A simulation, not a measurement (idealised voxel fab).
Presented below is a process module, voxel trench capacitor.
The width of the displayed cross-section, cut, is 170 nm; its cells are square, with a size of 5 nm.
For the purposes of this document, a cross-section shall be understood as a grid of square cells, specified as bands listed in top-to-bottom order, each band consisting of one or more rows of cells.
Each band's line starts with the height of the band's top and of its bottom, in nm. Then come its materials from left to right, each with its width in nm. One material with "full width" fills the band from edge to edge. "air" is empty space.
Ref level 0: as-received wafer is one material below here. Bottom band extends down with no lower bound ("0 down").
The width entry "30 to 40" should be interpreted row by row: the top row of cells in the band takes the first number, the bottom row takes the second number, and the change between adjacent rows is uniform throughout.
"no alteration" means the step left every cell of the cross-section as it was.
The entry titled "Enclosed internal voids" provides the empty spaces that have no open way to the top, restricted to those of 8 cells or more. Each is presented as width x height at distance, the distance being measured from the left edge, with all three in nm.
If you see something after the settings on a step's line, that's the simulator's own remark about that step.
overlay nm: for a step with a mask, the amount by which the mask lay right of where it was planned; a negative amount means left of it.
### Process steps (planned)
1 RECEIVE: material Si
2 CONFORMAL_DEP: material SiN, thk nm 10
3 DIRECTIONAL_DEP: material aC, thk nm 15
4 PATTERN: tone open, mask id TRENCH, material resist, width nm 25, pitch nm 45, thk nm 35, overlay nm 0
5 DIRECTIONAL_ETCH: etch materials aC, depth nm 15
6 STRIP: etch materials resist
7 DIRECTIONAL_ETCH: etch materials SiN, depth nm 10
8 DIRECTIONAL_ETCH: etch materials Si, depth nm 40
9 STRIP: etch materials aC
10 CONFORMAL_DEP: material Al2O3, thk nm 5
11 CONFORMAL_DEP: material TiN, thk nm 5
12 FILL_DEP: material W, thk nm 5
13 CMP: height nm 10
### Cross-section, incoming material, after step 1
    0 down  Si full width
    Enclosed internal voids: none
### Starting structure and process plan are as shown above, but one mistake was made in running the module; the wafer cross-section at the end of the module follows
    10 to 0  TiN full width
    0 down  Si full width
    Enclosed internal voids: none
Error vs. plan: contrary to plan, step 2 was performed as CONFORMAL_DEP: material TiN, thk nm 10
